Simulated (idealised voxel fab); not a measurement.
process module | voxel transistor to metal
cross-section cut | 145 nm wide | cells 5 nm
A cross-section is a grid of square cells, given in bands from the top down. A band is one or more rows of cells.
Each band's line starts with the height of the band's top and of its bottom, in nm. Then come its materials from left to right, each with its width in nm. One material with "throughout" fills the band from edge to edge. "air" is empty space.
Height 0 is the level under which the wafer as received is all one material. The lowest band goes on downwards, as in "0 down".
A width such as "30 to 40" changes by the same amount from each row of cells to the next, from the band's top row to its bottom row.
"no change" after a step means that no cell of the cross-section changed.
closed voids: empty space of 8 cells or more with no open way to the top, each as width x height at its distance from the left edge, in nm
after a step's settings: what the simulator itself notes on the step
overlay nm, on a step with a mask: how far to the right of its planned place the mask lay; to the left if negative
plan
1 op RECEIVE | material Si
2 op OXIDIZE | depth nm 5
3 op CONFORMAL_DEP | material SiN | thk nm 10
4 op DIRECTIONAL_DEP | material aC | thk nm 10
5 op PATTERN | tone cover | mask id ACTIVE | material resist | width nm 105 | thk nm 30 | overlay nm 0
6 op DIRECTIONAL_ETCH | etch materials aC | depth nm 10
7 op STRIP | etch materials resist
8 op DIRECTIONAL_ETCH | etch materials SiN | depth nm 10
9 op DIRECTIONAL_ETCH | etch materials SiO2 | depth nm 5
10 op DIRECTIONAL_ETCH | etch materials Si | depth nm 25
11 op STRIP | etch materials aC
12 op FILL_DEP | material SiO2 | thk nm 5
13 op CMP | height nm 10
14 op SELECTIVE_ETCH | etch materials SiO2 | depth nm 10
15 op STRIP | etch materials SiN
16 op SELECTIVE_ETCH | etch materials SiO2 | depth nm 5
17 op OXIDIZE | depth nm 5
18 op DIRECTIONAL_DEP | material polySi | thk nm 30
19 op DIRECTIONAL_DEP | material SiCN | thk nm 10
20 op DIRECTIONAL_DEP | material aC | thk nm 15
21 op PATTERN | tone cover | mask id GATE | material resist | width nm 35 | thk nm 30 | overlay nm 0
22 op DIRECTIONAL_ETCH | etch materials aC | depth nm 15
23 op STRIP | etch materials resist
24 op DIRECTIONAL_ETCH | etch materials SiCN | depth nm 20
25 op DIRECTIONAL_ETCH | etch materials polySi | depth nm 40
26 op STRIP | etch materials aC
27 op CONFORMAL_DEP | material SiN | thk nm 5
28 op DIRECTIONAL_ETCH | etch materials SiN | depth nm 5
29 op DIRECTIONAL_ETCH | etch materials SiO2 | depth nm 5
30 op DIRECTIONAL_ETCH | etch materials Si | depth nm 5
31 op EPI | material SiGe | thk nm 5
32 op FILL_DEP | material SiO2 | thk nm 10
33 op CMP | height nm 25
34 op STRIP | etch materials polySi
35 op SELECTIVE_ETCH | etch materials SiO2 | depth nm 5
36 op CONFORMAL_DEP | material HfO2 | thk nm 5
37 op CONFORMAL_DEP | material TiN | thk nm 5
38 op FILL_DEP | material W | thk nm 5
39 op CMP | height nm 20
40 op DIRECTIONAL_DEP | material SiO2 | thk nm 15
41 op DIRECTIONAL_DEP | material aC | thk nm 10
42 op PATTERN | tone open | mask id CONTACT | material resist | width nm 15 | pitch nm 80 | thk nm 30 | overlay nm 0
43 op DIRECTIONAL_ETCH | etch materials aC | depth nm 10
44 op STRIP | etch materials resist
45 op DIRECTIONAL_ETCH | etch materials SiO2 | depth nm 45
46 op STRIP | etch materials aC
47 op CONFORMAL_DEP | material TiN | thk nm 5
48 op FILL_DEP | material Ru | thk nm 5
49 op CMP | height nm 35
50 op CONFORMAL_DEP | material SiCN | thk nm 5
51 op DIRECTIONAL_DEP | material SiO2 | thk nm 25
52 op MASKED_ETCH | tone open | mask id METAL_1 | width nm 15 | pitch nm 80 | etch materials SiO2 | depth nm 25 | overlay nm 0
53 op MASKED_ETCH | tone open | mask id METAL_1 | width nm 15 | pitch nm 80 | etch materials SiCN | depth nm 5 | overlay nm 0
54 op CONFORMAL_DEP | material TiN | thk nm 5
55 op FILL_DEP | material Ru | thk nm 5
56 op CMP | height nm 65
57 op EPI | material Ru | thk nm 5
58 op FILL_DEP | material SiCN | thk nm 5
as received, after step 1
  0 down: Si throughout
  closed voids: none
first wafer at the end, as planned
  75 to 70: SiCN throughout
  70 to 65: SiCN 20 | Ru 25 | SiCN 55 | Ru 25 | SiCN 20
  65 to 40: SiO2 25 | TiN 5 | Ru 5 | TiN 5 | SiO2 65 | TiN 5 | Ru 5 | TiN 5 | SiO2 25
  40 to 35: SiCN 25 | TiN 15 | SiCN 65 | TiN 15 | SiCN 25
  35 to 20: SiO2 25 | TiN 5 | Ru 5 | TiN 5 | SiO2 65 | TiN 5 | Ru 5 | TiN 5 | SiO2 25
  20 to 0: SiO2 25 | TiN 5 | Ru 5 | TiN 5 | SiO2 10 | SiN 5 | HfO2 5 | TiN 5 | W 15 | TiN 5 | HfO2 5 | SiN 5 | SiO2 10 | TiN 5 | Ru 5 | TiN 5 | SiO2 25
  0 to -5: SiO2 25 | TiN 5 | Ru 5 | TiN 5 | SiO2 10 | SiN 5 | HfO2 5 | TiN 25 | HfO2 5 | SiN 5 | SiO2 10 | TiN 5 | Ru 5 | TiN 5 | SiO2 25
  -5 to -10: SiO2 25 | TiN 15 | SiO2 5 | SiGe 5 | HfO2 45 | SiGe 5 | SiO2 5 | TiN 15 | SiO2 25
  -10 to -15: SiO2 20 | SiGe 30 | Si 45 | SiGe 30 | SiO2 20
  -15 to -30: SiO2 20 | Si 105 | SiO2 20
  -30 down: Si throughout
  closed voids: none
second wafer at the end: like start, like plan, one mistake
  75 to 70: SiCN throughout
  70 to 65: SiCN 20 | Ru 25 | SiCN 55 | Ru 25 | SiCN 20
  65 to 40: SiO2 25 | TiN 5 | Ru 5 | TiN 5 | SiO2 65 | TiN 5 | Ru 5 | TiN 5 | SiO2 25
  40 to 35: SiCN 25 | TiN 15 | SiCN 65 | TiN 15 | SiCN 25
  35 to 20: SiO2 25 | TiN 5 | Ru 5 | TiN 5 | SiO2 65 | TiN 5 | Ru 5 | TiN 5 | SiO2 25
  20 to 0: SiO2 25 | TiN 5 | Ru 5 | TiN 5 | SiO2 10 | SiN 5 | HfO2 5 | TiN 5 | W 15 | TiN 5 | HfO2 5 | SiN 5 | SiO2 10 | TiN 5 | Ru 5 | TiN 5 | SiO2 25
  0 to -5: SiO2 25 | TiN 5 | Ru 5 | TiN 5 | SiO2 10 | SiN 5 | HfO2 5 | TiN 25 | HfO2 5 | SiN 5 | SiO2 10 | TiN 5 | Ru 5 | TiN 5 | SiO2 25
  -5 to -10: SiO2 25 | TiN 15 | SiO2 10 | HfO2 45 | SiO2 10 | TiN 15 | SiO2 25
  -10 to -15: SiGe 20 | SiO2 105 | SiGe 20
  -15 to -30: Si 20 | SiO2 105 | Si 20
  -30 down: Si throughout
  closed voids: none
what went wrong: step 5 ran as: op PATTERN | tone open | mask id ACTIVE | material resist | width nm 105 | thk nm 30 | overlay nm 0
at the end the second wafer has, in cells: 48 fewer of Si | 6 fewer of SiGe | 54 more of SiO2
